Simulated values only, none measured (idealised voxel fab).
Proc. module: voxel wiring stack
Shown is cross-section cut, with a width of 300 nm and square cells of size 5 nm.
Reading order for cross-sections: top band down to bottom band. Underlying form: a grid of square cells. Band size: one or more rows of cells. It is stipulated that each band's entry specify, in nanometres, the height of the top of the band and then that of its bottom, followed by the materials of the band in left-to-right sequence, each together with its width in nanometres. A single material marked by the word "all across" is understood to fill the band from edge to edge; the word "air" is understood to denote empty space. For the purposes of this specification, 0 denotes the height below which the wafer in its as-received condition is composed wholly of one material, and the lowermost band, lacking a lower limit, extends downward without end, as expressed in "0 nm and below". A two-number width, for instance "30 to 40", indicates that the width is equal to the first number in the top row of the band and to the second number in the bottom row, and that it changes by a constant amount per row of cells. Where a step carries "remained the same", the cross-section came out of it unchanged, cell for cell. Empty spaces without an open route to the top, at least 8 cells in extent, make up the entry "Sealed voids"; each is given as width x height at distance, where the distance is measured from the left edge, and all are in nm. On each step's line, the part that comes after the settings is the simulator's own comment on the step. A step's line can hold "overlay nm"; with a mask on that step, the setting says how far right of the planned place the mask lay, while a negative setting says it lay to the left.

Steps planned for the process
- 1: RECEIVE [material Si]
- 2: CONFORMAL_DEP [material SiO2] [thk nm 10]
- 3: DIRECTIONAL_DEP [material TiN] [thk nm 5]
- 4: DIRECTIONAL_DEP [material W] [thk nm 15]
- 5: PATTERN [tone cover] [mask id METAL_1] [material resist] [width nm 30] [pitch nm 50] [thk nm 20] [overlay nm 0]
- 6: DIRECTIONAL_ETCH [etch materials W] [depth nm 15]
- 7: DIRECTIONAL_ETCH [etch materials TiN] [depth nm 5]
- 8: STRIP [etch materials resist]
- 9: FILL_DEP [material lowk] [thk nm 10]
- 10: CMP [height nm 30]
- 11: CONFORMAL_DEP [material SiCN] [thk nm 5]
- 12: DIRECTIONAL_DEP [material lowk] [thk nm 10]
- 13: PATTERN [tone open] [mask id PLUG_1] [material resist] [width nm 15] [pitch nm 50] [thk nm 20] [overlay nm 0]
- 14: DIRECTIONAL_ETCH [etch materials lowk] [depth nm 10]
- 15: DIRECTIONAL_ETCH [etch materials SiCN] [depth nm 5]
- 16: STRIP [etch materials resist]
- 17: EPI [material Ru] [thk nm 10]
- 18: EPI [material Ru] [thk nm 5]
- 19: CONFORMAL_DEP [material SiCN] [thk nm 5]
- 20: DIRECTIONAL_DEP [material SiO2] [thk nm 15]
- 21: DIRECTIONAL_DEP [material aC] [thk nm 10]
- 22: PATTERN [tone open] [mask id METAL_2] [material resist] [width nm 30] [pitch nm 50] [thk nm 30] [overlay nm 0]
- 23: DIRECTIONAL_ETCH [etch materials aC] [depth nm 10]
- 24: STRIP [etch materials resist]
- 25: DIRECTIONAL_ETCH [etch materials SiO2] [depth nm 15]
- 26: DIRECTIONAL_ETCH [etch materials SiCN] [depth nm 5]
- 27: STRIP [etch materials aC]
- 28: CONFORMAL_DEP [material TiN] [thk nm 5]
- 29: FILL_DEP [material Ru] [thk nm 10]
- 30: CMP [height nm 65]
- 31: EPI [material Ru] [thk nm 5]
- 32: FILL_DEP [material SiCN] [thk nm 5]

Of two wafers, the first: run according to plan

Cross-section of the wafer at receipt, which is the condition after step 1
- 0 nm and below = Si all across
- Sealed voids: none

So this is the wafer cross-section right after step 2
- 10 nm to 0 nm = SiO2 all across
- Anything lower than 0 is untouched.

So this is the wafer cross-section right after step 3
- 15 nm to 10 nm = TiN all across
- Anything lower than 10 is untouched.

So this is the wafer cross-section right after step 4
- 30 nm to 15 nm = W all across
- Anything lower than 15 is untouched.

So this is the wafer cross-section right after step 5
- 50 nm to 30 nm = 85 nm air, then 30 nm resist, then 20 nm air, then 30 nm resist, then 20 nm air, then 30 nm resist, then 85 nm air
- Anything lower than 30 is untouched.

So this is the wafer cross-section right after step 6
- 50 nm to 30 nm = 85 nm air, then 30 nm resist, then 20 nm air, then 30 nm resist, then 20 nm air, then 30 nm resist, then 85 nm air
- 30 nm to 15 nm = 85 nm air, then 30 nm W, then 20 nm air, then 30 nm W, then 20 nm air, then 30 nm W, then 85 nm air
- Anything lower than 15 is untouched.

So this is the wafer cross-section right after step 7
- 50 nm to 30 nm = 85 nm air, then 30 nm resist, then 20 nm air, then 30 nm resist, then 20 nm air, then 30 nm resist, then 85 nm air
- 30 nm to 15 nm = 85 nm air, then 30 nm W, then 20 nm air, then 30 nm W, then 20 nm air, then 30 nm W, then 85 nm air
- 15 nm to 10 nm = 85 nm air, then 30 nm TiN, then 20 nm air, then 30 nm TiN, then 20 nm air, then 30 nm TiN, then 85 nm air
- Anything lower than 10 is untouched.

So this is the wafer cross-section right after step 8
- 30 nm to 15 nm = 85 nm air, then 30 nm W, then 20 nm air, then 30 nm W, then 20 nm air, then 30 nm W, then 85 nm air
- Anything lower than 15 is untouched.

So this is the wafer cross-section right after step 9
- 40 nm to 30 nm = lowk all across
- 30 nm to 15 nm = 85 nm lowk, then 30 nm W, then 20 nm lowk, then 30 nm W, then 20 nm lowk, then 30 nm W, then 85 nm lowk
- 15 nm to 10 nm = 85 nm lowk, then 30 nm TiN, then 20 nm lowk, then 30 nm TiN, then 20 nm lowk, then 30 nm TiN, then 85 nm lowk
- Anything lower than 10 is untouched.

So this is the wafer cross-section right after step 10
- 30 nm to 15 nm = 85 nm lowk, then 30 nm W, then 20 nm lowk, then 30 nm W, then 20 nm lowk, then 30 nm W, then 85 nm lowk
- Anything lower than 15 is untouched.

So this is the wafer cross-section right after step 11
- 35 nm to 30 nm = SiCN all across
- Anything lower than 30 is untouched.

So this is the wafer cross-section right after step 12
- 45 nm to 35 nm = lowk all across
- Anything lower than 35 is untouched.

So this is the wafer cross-section right after step 13
- 65 nm to 45 nm = 85 nm resist, then 15 nm air, then 35 nm resist, then 15 nm air, then 35 nm resist, then 15 nm air, then 100 nm resist
- Anything lower than 45 is untouched.

So this is the wafer cross-section right after step 14
- 65 nm to 45 nm = 85 nm resist, then 15 nm air, then 35 nm resist, then 15 nm air, then 35 nm resist, then 15 nm air, then 100 nm resist
- 45 nm to 35 nm = 85 nm lowk, then 15 nm air, then 35 nm lowk, then 15 nm air, then 35 nm lowk, then 15 nm air, then 100 nm lowk
- Anything lower than 35 is untouched.

So this is the wafer cross-section right after step 15
- 65 nm to 45 nm = 85 nm resist, then 15 nm air, then 35 nm resist, then 15 nm air, then 35 nm resist, then 15 nm air, then 100 nm resist
- 45 nm to 35 nm = 85 nm lowk, then 15 nm air, then 35 nm lowk, then 15 nm air, then 35 nm lowk, then 15 nm air, then 100 nm lowk
- 35 nm to 30 nm = 85 nm SiCN, then 15 nm air, then 35 nm SiCN, then 15 nm air, then 35 nm SiCN, then 15 nm air, then 100 nm SiCN
- Anything lower than 30 is untouched.

So this is the wafer cross-section right after step 16
- 45 nm to 35 nm = 85 nm lowk, then 15 nm air, then 35 nm lowk, then 15 nm air, then 35 nm lowk, then 15 nm air, then 100 nm lowk
- Anything lower than 35 is untouched.

So this is the wafer cross-section right after step 17
- 45 nm to 40 nm = 85 nm lowk, then 15 nm air, then 35 nm lowk, then 15 nm air, then 35 nm lowk, then 15 nm air, then 100 nm lowk
- 40 nm to 35 nm = 85 nm lowk, then 15 nm Ru, then 35 nm lowk, then 15 nm Ru, then 35 nm lowk, then 15 nm Ru, then 100 nm lowk
- 35 nm to 30 nm = 85 nm SiCN, then 15 nm Ru, then 35 nm SiCN, then 15 nm Ru, then 35 nm SiCN, then 15 nm Ru, then 100 nm SiCN
- Anything lower than 30 is untouched.

So this is the wafer cross-section right after step 18
- 45 nm to 35 nm = 85 nm lowk, then 15 nm Ru, then 35 nm lowk, then 15 nm Ru, then 35 nm lowk, then 15 nm Ru, then 100 nm lowk
- Anything lower than 35 is untouched.

So this is the wafer cross-section right after step 19
- 50 nm to 45 nm = SiCN all across
- Anything lower than 45 is untouched.

So this is the wafer cross-section right after step 20
- 65 nm to 50 nm = SiO2 all across
- Anything lower than 50 is untouched.

So this is the wafer cross-section right after step 21
- 75 nm to 65 nm = aC all across
- Anything lower than 65 is untouched.

So this is the wafer cross-section right after step 22
- 105 nm to 75 nm = 85 nm resist, then 30 nm air, then 20 nm resist, then 30 nm air, then 20 nm resist, then 30 nm air, then 85 nm resist
- Anything lower than 75 is untouched.

So this is the wafer cross-section right after step 23
- 95 nm to 75 nm = 85 nm resist, then 30 nm air, then 20 nm resist, then 30 nm air, then 20 nm resist, then 30 nm air, then 85 nm resist
- 75 nm to 65 nm = 85 nm aC, then 30 nm air, then 20 nm aC, then 30 nm air, then 20 nm aC, then 30 nm air, then 85 nm aC
- Anything lower than 65 is untouched.

So this is the wafer cross-section right after step 24
- 75 nm to 65 nm = 85 nm aC, then 30 nm air, then 20 nm aC, then 30 nm air, then 20 nm aC, then 30 nm air, then 85 nm aC
- Anything lower than 65 is untouched.

So this is the wafer cross-section right after step 25
- 75 nm to 65 nm = 85 nm aC, then 30 nm air, then 20 nm aC, then 30 nm air, then 20 nm aC, then 30 nm air, then 85 nm aC
- 65 nm to 50 nm = 85 nm SiO2, then 30 nm air, then 20 nm SiO2, then 30 nm air, then 20 nm SiO2, then 30 nm air, then 85 nm SiO2
- Anything lower than 50 is untouched.

So this is the wafer cross-section right after step 26
- 75 nm to 65 nm = 85 nm aC, then 30 nm air, then 20 nm aC, then 30 nm air, then 20 nm aC, then 30 nm air, then 85 nm aC
- 65 nm to 50 nm = 85 nm SiO2, then 30 nm air, then 20 nm SiO2, then 30 nm air, then 20 nm SiO2, then 30 nm air, then 85 nm SiO2
- 50 nm to 45 nm = 85 nm SiCN, then 30 nm air, then 20 nm SiCN, then 30 nm air, then 20 nm SiCN, then 30 nm air, then 85 nm SiCN
- Anything lower than 45 is untouched.

So this is the wafer cross-section right after step 27
- 65 nm to 50 nm = 85 nm SiO2, then 30 nm air, then 20 nm SiO2, then 30 nm air, then 20 nm SiO2, then 30 nm air, then 85 nm SiO2
- Anything lower than 50 is untouched.

So this is the wafer cross-section right after step 28
- 70 nm to 65 nm = 90 nm TiN, then 20 nm air, then 30 nm TiN, then 20 nm air, then 30 nm TiN, then 20 nm air, then 90 nm TiN
- 65 nm to 50 nm = 85 nm SiO2, then 5 nm TiN, then 20 nm air, then 5 nm TiN, then 20 nm SiO2, then 5 nm TiN, then 20 nm air, then 5 nm TiN, then 20 nm SiO2, then 5 nm TiN, then 20 nm air, then 5 nm TiN, then 85 nm SiO2
- 50 nm to 45 nm = 85 nm SiCN, then 30 nm TiN, then 20 nm SiCN, then 30 nm TiN, then 20 nm SiCN, then 30 nm TiN, then 85 nm SiCN
- Anything lower than 45 is untouched.

So this is the wafer cross-section right after step 29
- 80 nm to 70 nm = Ru all across
- 70 nm to 65 nm = 90 nm TiN, then 20 nm Ru, then 30 nm TiN, then 20 nm Ru, then 30 nm TiN, then 20 nm Ru, then 90 nm TiN
- 65 nm to 50 nm = 85 nm SiO2, then 5 nm TiN, then 20 nm Ru, then 5 nm TiN, then 20 nm SiO2, then 5 nm TiN, then 20 nm Ru, then 5 nm TiN, then 20 nm SiO2, then 5 nm TiN, then 20 nm Ru, then 5 nm TiN, then 85 nm SiO2
- Anything lower than 50 is untouched.

So this is the wafer cross-section right after step 30
- 65 nm to 50 nm = 85 nm SiO2, then 5 nm TiN, then 20 nm Ru, then 5 nm TiN, then 20 nm SiO2, then 5 nm TiN, then 20 nm Ru, then 5 nm TiN, then 20 nm SiO2, then 5 nm TiN, then 20 nm Ru, then 5 nm TiN, then 85 nm SiO2
- Anything lower than 50 is untouched.

So this is the wafer cross-section right after step 31
- 70 nm to 65 nm = 80 nm air, then 40 nm Ru, then 10 nm air, then 40 nm Ru, then 10 nm air, then 40 nm Ru, then 80 nm air
- Anything lower than 65 is untouched.

So this is the wafer cross-section right after step 32
- 75 nm to 70 nm = SiCN all across
- 70 nm to 65 nm = 80 nm SiCN, then 40 nm Ru, then 10 nm SiCN, then 40 nm Ru, then 10 nm SiCN, then 40 nm Ru, then 80 nm SiCN
- Anything lower than 65 is untouched.

Second wafer, same starting state and plan as the first, one mistake in the run, identical through step 10

The second wafer in cross-section, at the planned close of step 11
- 40 nm to 30 nm = lowk all across
- Anything lower than 30 is untouched.

The second wafer in cross-section, at the planned close of step 12
- 45 nm to 40 nm = SiCN all across
- Anything lower than 40 is untouched.

The second wafer in cross-section, at the planned close of step 13
- 65 nm to 45 nm = 85 nm resist, then 15 nm air, then 35 nm resist, then 15 nm air, then 35 nm resist, then 15 nm air, then 100 nm resist
- Anything lower than 45 is untouched.

The second wafer in cross-section, at the planned close of step 14: remained the same

The second wafer in cross-section, at the planned close of step 15
- 65 nm to 45 nm = 85 nm resist, then 15 nm air, then 35 nm resist, then 15 nm air, then 35 nm resist, then 15 nm air, then 100 nm resist
- 45 nm to 40 nm = 85 nm SiCN, then 15 nm air, then 35 nm SiCN, then 15 nm air, then 35 nm SiCN, then 15 nm air, then 100 nm SiCN
- Anything lower than 40 is untouched.

The second wafer in cross-section, at the planned close of step 16
- 45 nm to 40 nm = 85 nm SiCN, then 15 nm air, then 35 nm SiCN, then 15 nm air, then 35 nm SiCN, then 15 nm air, then 100 nm SiCN
- Anything lower than 40 is untouched.

The second wafer in cross-section, at the planned close of step 17: remained the same

The second wafer in cross-section, at the planned close of step 18: remained the same

The second wafer in cross-section, at the planned close of step 19
- 50 nm to 45 nm = 90 nm SiCN, then 5 nm air, then 45 nm SiCN, then 5 nm air, then 45 nm SiCN, then 5 nm air, then 105 nm SiCN
- 45 nm to 40 nm = SiCN all across
- Anything lower than 40 is untouched.

The second wafer in cross-section, at the planned close of step 20
- 65 nm to 60 nm = 90 nm SiO2, then 5 nm air, then 45 nm SiO2, then 5 nm air, then 45 nm SiO2, then 5 nm air, then 105 nm SiO2
- 60 nm to 50 nm = SiO2 all across
- 50 nm to 45 nm = 90 nm SiCN, then 5 nm SiO2, then 45 nm SiCN, then 5 nm SiO2, then 45 nm SiCN, then 5 nm SiO2, then 105 nm SiCN
- Anything lower than 45 is untouched.

The second wafer in cross-section, at the planned close of step 21
- 75 nm to 70 nm = 90 nm aC, then 5 nm air, then 45 nm aC, then 5 nm air, then 45 nm aC, then 5 nm air, then 105 nm aC
- 70 nm to 65 nm = aC all across
- 65 nm to 60 nm = 90 nm SiO2, then 5 nm aC, then 45 nm SiO2, then 5 nm aC, then 45 nm SiO2, then 5 nm aC, then 105 nm SiO2
- Anything lower than 60 is untouched.

The second wafer in cross-section, at the planned close of step 22
- 105 nm to 75 nm = 85 nm resist, then 30 nm air, then 20 nm resist, then 30 nm air, then 20 nm resist, then 30 nm air, then 85 nm resist
- Anything lower than 75 is untouched.

The second wafer in cross-section, at the planned close of step 23
- 95 nm to 75 nm = 85 nm resist, then 30 nm air, then 20 nm resist, then 30 nm air, then 20 nm resist, then 30 nm air, then 85 nm resist
- 75 nm to 65 nm = 85 nm aC, then 30 nm air, then 20 nm aC, then 30 nm air, then 20 nm aC, then 30 nm air, then 85 nm aC
- 65 nm to 60 nm = 90 nm SiO2, then 5 nm air, then 45 nm SiO2, then 5 nm air, then 45 nm SiO2, then 5 nm air, then 105 nm SiO2
- Anything lower than 60 is untouched.

The second wafer in cross-section, at the planned close of step 24
- 75 nm to 65 nm = 85 nm aC, then 30 nm air, then 20 nm aC, then 30 nm air, then 20 nm aC, then 30 nm air, then 85 nm aC
- Anything lower than 65 is untouched.

The second wafer in cross-section, at the planned close of step 25
- 75 nm to 65 nm = 85 nm aC, then 30 nm air, then 20 nm aC, then 30 nm air, then 20 nm aC, then 30 nm air, then 85 nm aC
- 65 nm to 50 nm = 85 nm SiO2, then 30 nm air, then 20 nm SiO2, then 30 nm air, then 20 nm SiO2, then 30 nm air, then 85 nm SiO2
- 50 nm to 45 nm = 90 nm SiCN, then 5 nm air, then 45 nm SiCN, then 5 nm air, then 45 nm SiCN, then 5 nm air, then 105 nm SiCN
- Anything lower than 45 is untouched.

The second wafer in cross-section, at the planned close of step 26
- 75 nm to 65 nm = 85 nm aC, then 30 nm air, then 20 nm aC, then 30 nm air, then 20 nm aC, then 30 nm air, then 85 nm aC
- 65 nm to 50 nm = 85 nm SiO2, then 30 nm air, then 20 nm SiO2, then 30 nm air, then 20 nm SiO2, then 30 nm air, then 85 nm SiO2
- 50 nm to 40 nm = 85 to 90 nm SiCN, then 30 to 5 nm air, then 20 to 45 nm SiCN, then 30 to 5 nm air, then 20 to 45 nm SiCN, then 30 to 5 nm air, then 85 to 105 nm SiCN
- Anything lower than 40 is untouched.

The second wafer in cross-section, at the planned close of step 27
- 65 nm to 50 nm = 85 nm SiO2, then 30 nm air, then 20 nm SiO2, then 30 nm air, then 20 nm SiO2, then 30 nm air, then 85 nm SiO2
- Anything lower than 50 is untouched.

The second wafer in cross-section, at the planned close of step 28
- 70 nm to 65 nm = 90 nm TiN, then 20 nm air, then 30 nm TiN, then 20 nm air, then 30 nm TiN, then 20 nm air, then 90 nm TiN
- 65 nm to 50 nm = 85 nm SiO2, then 5 nm TiN, then 20 nm air, then 5 nm TiN, then 20 nm SiO2, then 5 nm TiN, then 20 nm air, then 5 nm TiN, then 20 nm SiO2, then 5 nm TiN, then 20 nm air, then 5 nm TiN, then 85 nm SiO2
- 50 nm to 40 nm = 85 to 90 nm SiCN, then 30 to 5 nm TiN, then 20 to 45 nm SiCN, then 30 to 5 nm TiN, then 20 to 45 nm SiCN, then 30 to 5 nm TiN, then 85 to 105 nm SiCN
- Anything lower than 40 is untouched.

The second wafer in cross-section, at the planned close of step 29
- 80 nm to 70 nm = Ru all across
- 70 nm to 65 nm = 90 nm TiN, then 20 nm Ru, then 30 nm TiN, then 20 nm Ru, then 30 nm TiN, then 20 nm Ru, then 90 nm TiN
- 65 nm to 50 nm = 85 nm SiO2, then 5 nm TiN, then 20 nm Ru, then 5 nm TiN, then 20 nm SiO2, then 5 nm TiN, then 20 nm Ru, then 5 nm TiN, then 20 nm SiO2, then 5 nm TiN, then 20 nm Ru, then 5 nm TiN, then 85 nm SiO2
- Anything lower than 50 is untouched.

The second wafer in cross-section, at the planned close of step 30
- 65 nm to 50 nm = 85 nm SiO2, then 5 nm TiN, then 20 nm Ru, then 5 nm TiN, then 20 nm SiO2, then 5 nm TiN, then 20 nm Ru, then 5 nm TiN, then 20 nm SiO2, then 5 nm TiN, then 20 nm Ru, then 5 nm TiN, then 85 nm SiO2
- Anything lower than 50 is untouched.

The second wafer in cross-section, at the planned close of step 31
- 70 nm to 65 nm = 80 nm air, then 40 nm Ru, then 10 nm air, then 40 nm Ru, then 10 nm air, then 40 nm Ru, then 80 nm air
- Anything lower than 65 is untouched.

The second wafer in cross-section, at the planned close of step 32
- 75 nm to 70 nm = SiCN all across
- 70 nm to 65 nm = 80 nm SiCN, then 40 nm Ru, then 10 nm SiCN, then 40 nm Ru, then 10 nm SiCN, then 40 nm Ru, then 80 nm SiCN
- Anything lower than 65 is untouched.
Where did the run depart from the plan? steps 11 and 12 of the plan were run in the wrong order, each in the other's place
Counted in cells at the end, the second wafer holds more or fewer of these materials than the first: 27 fewer of Ru | 6 more of SiCN | 3 more of TiN | 18 more of lowk
